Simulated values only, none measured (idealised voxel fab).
Name of the process module below: voxel trench capacitor
The figure presents cross-section cut, which has a width of 210 nm and is divided into square cells with an edge length of 5 nm.
Notation: cross-section as square-cell grid; stated in bands, top first, going down; one or more cell rows per band.
Heads up on the band format: heights come first, top then bottom, in nm. After that it's the materials left to right, each with its width in nm. A single material flagged "throughout" fills the whole band edge to edge, and "empty" means there's empty space there.
A quick word on heights: they are counted from 0, and under that level the wafer as it came to us is one material throughout. The lowest band is different from the rest in having no bottom; it simply continues downward, written as in "top 0, no bottom".
The notation "30->40" denotes a width that varies across the rows of cells in the band, beginning at the first number in the top row, finishing at the second number in the bottom row, and changing by an identical amount from each row to the next.
Key: "no alteration" - step with no changed cell in the cross-section.
Closed empty spaces (no open way to the top) of 8 cells or more are what "Voids, sealed" lists, each as width x height at distance from the left edge, nm for all three.
On each step's line, the part that comes after the settings is the simulator's own comment on the step.
overlay nm: right-of-plan distance of the mask on a masked step; negative values mean left-of-plan.
-- These are the steps we planned for the process
step 1: op RECEIVE | material Si
step 2: op CONFORMAL_DEP | material SiN | thk nm 10
step 3: op DIRECTIONAL_DEP | material aC | thk nm 10
step 4: op PATTERN | tone open | mask id TRENCH | material resist | width nm 15 | pitch nm 30 | thk nm 30 | overlay nm -15
step 5: op DIRECTIONAL_ETCH | etch materials aC | depth nm 10
step 6: op STRIP | etch materials resist
step 7: op DIRECTIONAL_ETCH | etch materials SiN | depth nm 10
step 8: op DIRECTIONAL_ETCH | etch materials Si | depth nm 30
step 9: op STRIP | etch materials aC
step 10: op CONFORMAL_DEP | material SiO2 | thk nm 5
step 11: op FILL_DEP | material polySi | thk nm 10
step 12: op CMP | height nm 10
For this document, wafers share an identical start and vary in the step 4 overlay nm; the plan quotes the first wafer's value.
-- Incoming state of the first of several wafers in cross-section: after step 1
    top 0, no bottom = Si throughout
    Voids, sealed: none
-- Where each wafer stands at the end of the module, a row apiece: cells of each material gained (+) or lost (-) since it was received, then closed voids
overlay nm -15 | -54 Si | +66 SiN | +51 SiO2 | +21 polySi | Voids, sealed: none
overlay nm -10 | -54 Si | +66 SiN | +51 SiO2 | +21 polySi | Voids, sealed: none
overlay nm -5 | -54 Si | +66 SiN | +51 SiO2 | +21 polySi | Voids, sealed: none
overlay nm 0 | -54 Si | +66 SiN | +51 SiO2 | +21 polySi | Voids, sealed: none
overlay nm 5 | -54 Si | +66 SiN | +51 SiO2 | +21 polySi | Voids, sealed: none
overlay nm 10 | -54 Si | +66 SiN | +51 SiO2 | +21 polySi | Voids, sealed: none
overlay nm 15 | -54 Si | +66 SiN | +51 SiO2 | +21 polySi | Voids, sealed: none
